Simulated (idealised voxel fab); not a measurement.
Module name: voxel released beams (process module)
Section shown: cut. Width: 215 nm. Cell size: 5 nm, square.
Cross-sections here: square-cell grids, written as top-down lists of bands, a band being one or more rows of cells.
Quick guide to a band line: top height, bottom height (nm) up front; then every material left to right with its width in nm. Only one material and it's marked "all across"? Then it fills the band edge to edge. And "empty" just means empty space.
We count height from 0. Below that, the starting wafer is all one material. The lowest band never ends at the bottom but goes on down; see "0..down" for how that is written.
Note: "30->40" means the width goes from the first number (top row of the band) to the second number (bottom row) in equal steps per row of cells.
Basically "changes: none" means that step didn't change any cell in the cross-section.
Reported under the label "Entrapped voids" are the empty spaces having no open way to the top and comprising 8 cells or more; the notation for each is width x height at distance, in which the distance is measured from the left edge and all three values are in nm.
Text after the settings on a step's line: the simulator's own remark on that step.
overlay nm: mask offset rightward from planned place, masked step; negative means leftward offset.

[Below is the list of planned process steps]
1,RECEIVE: material Si
2,CONFORMAL_DEP: material Al2O3, thk nm 5
3,DIRECTIONAL_DEP: material SiO2, thk nm 15
4,DIRECTIONAL_DEP: material aC, thk nm 15
5,PATTERN: tone open, mask id ANCHOR, material resist, width nm 35, thk nm 35, overlay nm 0
6,DIRECTIONAL_ETCH: etch materials aC, depth nm 15
7,STRIP: etch materials resist
8,DIRECTIONAL_ETCH: etch materials SiO2, depth nm 5
9,STRIP: etch materials aC
10,CONFORMAL_DEP: material SiN, thk nm 15
11,PATTERN: tone cover, mask id BEAM, material resist, width nm 95, thk nm 15, overlay nm 0
12,DIRECTIONAL_ETCH: etch materials SiN, depth nm 15
13,STRIP: etch materials resist
14,STRIP: etch materials SiO2
Among the wafers covered here, the point of difference is the depth nm at step 8; their starting state is shared, and the plan presents the value of the first wafer.

[The first of several wafers, as received after step 1, seen in section]
    0..down = Si all across
    Entrapped voids: none

[Cross-sectional representation of the first of several wafers at the end of the module, i.e. after its terminal step, step 14]
    5..0 = Al2O3 all across
    0..down = Si all across
    Entrapped voids: none

[Final wafer cross-section at module end]
    35..20 = empty 55 nm  SiN 20 nm  empty 5 nm  SiN 70 nm  empty 65 nm
    20..5 = empty 60 nm  SiN 35 nm  empty 120 nm
    5..0 = Al2O3 all across
    0..down = Si all across
    Entrapped voids: none

[Row per wafer, end-of-module: cell gain (+)/loss (-) by material since the wafer came in, then closed voids]
depth nm 5 | +43 Al2O3 | Entrapped voids: none
depth nm 10 | +43 Al2O3 | Entrapped voids: none
depth nm 15 | +43 Al2O3 | +75 SiN | Entrapped voids: none
depth nm 20 | +43 Al2O3 | +75 SiN | Entrapped voids: none
depth nm 25 | +43 Al2O3 | +75 SiN | Entrapped voids: none
depth nm 30 | +43 Al2O3 | +75 SiN | Entrapped voids: none
